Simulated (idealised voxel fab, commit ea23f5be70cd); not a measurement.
process module | voxel released beams
cross-section cut | 215 nm wide | cells 5 nm
A cross-section is a grid of square cells, given in bands from the top down. A band is one or more rows of cells.
Each band's line starts with the height of the band's top and of its bottom, in nm. Then come its materials from left to right, each with its width in nm. One material with "throughout" fills the band from edge to edge. "air" is empty space.
Height 0 is the level under which the wafer as received is all one material. The lowest band goes on downwards, as in "0 down".
A width such as "30 to 40" changes by the same amount from each row of cells to the next, from the band's top row to its bottom row.
"no change" after a step means that no cell of the cross-section changed.
closed voids: empty space of 8 cells or more with no open way to the top, each as width x height at its distance from the left edge, in nm
after a step's settings: what the simulator itself notes on the step
overlay nm, on a step with a mask: how far to the right of its planned place the mask lay; to the left if negative
plan
1 op RECEIVE | material Si
2 op CONFORMAL_DEP | material Al2O3 | thk nm 5
3 op DIRECTIONAL_DEP | material SiO2 | thk nm 15
4 op DIRECTIONAL_DEP | material aC | thk nm 15
5 op PATTERN | tone open | mask id ANCHOR | material resist | width nm 35 | thk nm 35 | overlay nm 0
6 op DIRECTIONAL_ETCH | etch materials aC | depth nm 15
7 op STRIP | etch materials resist
8 op DIRECTIONAL_ETCH | etch materials SiO2 | depth nm 15
9 op STRIP | etch materials aC
10 op CONFORMAL_DEP | material SiN | thk nm 15
11 op PATTERN | tone cover | mask id BEAM | material resist | width nm 95 | thk nm 15 | overlay nm 0
12 op DIRECTIONAL_ETCH | etch materials SiN | depth nm 15
13 op STRIP | etch materials resist
14 op STRIP | etch materials SiO2
as received, after step 1
  0 down: Si throughout
  closed voids: none
first wafer at the end, as planned
  35 to 20: air 55 | SiN 20 | air 5 | SiN 70 | air 65
  20 to 5: air 60 | SiN 35 | air 120
  5 to 0: Al2O3 throughout
  0 down: Si throughout
  closed voids: none
second wafer at the end: like start, like plan, one mistake
  40 to 25: air 55 | SiN 95 | air 65
  25 to 20: SiN throughout
  20 to 5: SiO2 60 | SiN 35 | SiO2 120
  5 to 0: Al2O3 throughout
  0 down: Si throughout
  closed voids: none
what went wrong: step 10 ran as: op CONFORMAL_DEP | material SiN | thk nm 20
at the end the second wafer has, in cells: 46 more of SiN | 108 more of SiO2
